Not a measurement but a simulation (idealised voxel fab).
Process module under the name voxel quadruple lines
The cross-section shown here is cut; it is 150 nm wide and divided into square cells measuring 5 nm on a side.
When this document writes out a cross-section, it uses a grid of square cells and lists it as bands, beginning at the top and moving down, with a band standing for one or more rows of cells. It is stipulated that each band's entry specify, in nanometres, the height of the top of the band and then that of its bottom, followed by the materials of the band in left-to-right sequence, each together with its width in nanometres. A single material marked by the word "edge to edge" is understood to fill the band from edge to edge; the word "air" is understood to denote empty space. Below 0: as-received wafer, all one material; heights counted from there. Lowest band: no bottom, goes on down, written "0..down". Quick explanation for "30 to 40": the width changes in equal steps down the rows of cells, from the first number in the band's top row to the second number in its bottom row. Any step labelled "nothing different" changed none of the cells in the cross-section. Each empty space that has no open way to the top and spans at least 8 cells appears under "Closed void catalog" as width x height at distance, the distance counted from the left edge, all in nm. Whatever follows a step's settings on its line is a remark the simulator itself makes about that step. What "overlay nm" on a step's line means: if the step has a mask, that mask lay this far to the right of its planned place, or, when the value is negative, to the left.

### The process steps that were planned are listed below
1 RECEIVE: material Si
2 CONFORMAL_DEP: material Al2O3, thk nm 10
3 DIRECTIONAL_DEP: material W, thk nm 10
4 DIRECTIONAL_DEP: material polySi, thk nm 20
5 DIRECTIONAL_DEP: material aC, thk nm 20
6 PATTERN: tone cover, mask id MANDREL, material resist, width nm 30, thk nm 30, overlay nm 0
7 DIRECTIONAL_ETCH: etch materials aC, depth nm 20
8 STRIP: etch materials resist
9 CONFORMAL_DEP: material SiO2, thk nm 10
10 DIRECTIONAL_ETCH: etch materials SiO2, depth nm 10
11 STRIP: etch materials aC
12 DIRECTIONAL_ETCH: etch materials polySi, depth nm 20
13 STRIP: etch materials SiO2
14 CONFORMAL_DEP: material SiCN, thk nm 10
15 DIRECTIONAL_ETCH: etch materials SiCN, depth nm 10
16 STRIP: etch materials polySi
17 DIRECTIONAL_ETCH: etch materials W, depth nm 10
18 STRIP: etch materials SiCN

### First out of two wafers; run went to plan

### This is the cross-section of the wafer as we received it, i.e. after step 1
	0..down = Si edge to edge
	Closed void catalog: none

### Cross-section of the wafer after step 2
	10..0 = Al2O3 edge to edge
	Nothing below the height 0 has changed.

### Cross-section of the wafer after step 3
	20..10 = W edge to edge
	Nothing below the height 10 has changed.

### Cross-section of the wafer after step 4
	40..20 = polySi edge to edge
	Nothing below the height 20 has changed.

### Cross-section of the wafer after step 5
	60..40 = aC edge to edge
	Nothing below the height 40 has changed.

### Cross-section of the wafer after step 6
	90..60 = air: 60; resist: 30; air: 60
	Nothing below the height 60 has changed.

### Cross-section of the wafer after step 7
	70..60 = air: 60; resist: 30; air: 60
	60..40 = air: 60; aC: 30; air: 60
	Nothing below the height 40 has changed.

### Cross-section of the wafer after step 8
	60..40 = air: 60; aC: 30; air: 60
	Nothing below the height 40 has changed.

### Cross-section of the wafer after step 9
	70..60 = air: 50; SiO2: 50; air: 50
	60..50 = air: 50; SiO2: 10; aC: 30; SiO2: 10; air: 50
	50..40 = SiO2: 60; aC: 30; SiO2: 60
	Nothing below the height 40 has changed.

### Cross-section of the wafer after step 10
	60..40 = air: 50; SiO2: 10; aC: 30; SiO2: 10; air: 50
	Nothing below the height 40 has changed.

### Cross-section of the wafer after step 11
	60..40 = air: 50; SiO2: 10; air: 30; SiO2: 10; air: 50
	Nothing below the height 40 has changed.

### Cross-section of the wafer after step 12
	60..40 = air: 50; SiO2: 10; air: 30; SiO2: 10; air: 50
	40..20 = air: 50; polySi: 10; air: 30; polySi: 10; air: 50
	Nothing below the height 20 has changed.

### Cross-section of the wafer after step 13
	40..20 = air: 50; polySi: 10; air: 30; polySi: 10; air: 50
	Nothing below the height 20 has changed.

### Cross-section of the wafer after step 14
	50..40 = air: 40; SiCN: 30; air: 10; SiCN: 30; air: 40
	40..30 = air: 40; SiCN: 10; polySi: 10; SiCN: 10; air: 10; SiCN: 10; polySi: 10; SiCN: 10; air: 40
	30..20 = SiCN: 50; polySi: 10; SiCN: 30; polySi: 10; SiCN: 50
	Nothing below the height 20 has changed.

### Cross-section of the wafer after step 15
	40..20 = air: 40; SiCN: 10; polySi: 10; SiCN: 10; air: 10; SiCN: 10; polySi: 10; SiCN: 10; air: 40
	Nothing below the height 20 has changed.

### Cross-section of the wafer after step 16
	40..20 = air: 40; SiCN: 10; air: 10; SiCN: 10; air: 10; SiCN: 10; air: 10; SiCN: 10; air: 40
	Nothing below the height 20 has changed.

### Cross-section of the wafer after step 17
	40..20 = air: 40; SiCN: 10; air: 10; SiCN: 10; air: 10; SiCN: 10; air: 10; SiCN: 10; air: 40
	20..10 = air: 40; W: 10; air: 10; W: 10; air: 10; W: 10; air: 10; W: 10; air: 40
	Nothing below the height 10 has changed.

### Cross-section of the wafer after step 18
	20..10 = air: 40; W: 10; air: 10; W: 10; air: 10; W: 10; air: 10; W: 10; air: 40
	Nothing below the height 10 has changed.

### Wafer two of the pair: same origin, same plan, one error during the run; identical to wafer one up to and including step 15

### Second wafer: cross-section at the scheduled end of step 16
	40..20 = air: 40; SiCN: 10; air: 10; SiCN: 10; air: 10; SiCN: 10; air: 10; SiCN: 10; air: 40
	Nothing below the height 20 has changed.

### Second wafer: cross-section at the scheduled end of step 17
	40..20 = air: 40; SiCN: 10; air: 10; SiCN: 10; air: 10; SiCN: 10; air: 10; SiCN: 10; air: 40
	20..10 = air: 40; W: 10; air: 10; W: 10; air: 10; W: 10; air: 10; W: 10; air: 40
	Nothing below the height 10 has changed.

### Second wafer: cross-section at the scheduled end of step 18
	20..10 = air: 40; W: 10; air: 10; W: 10; air: 10; W: 10; air: 10; W: 10; air: 40
	Nothing below the height 10 has changed.
Nonconformance to the process plan: it should be noted that step 16 of the plan was executed twice
Honestly, by the end the two wafers have the same cross-section, so the mistake just doesn't show up in what this model computes.
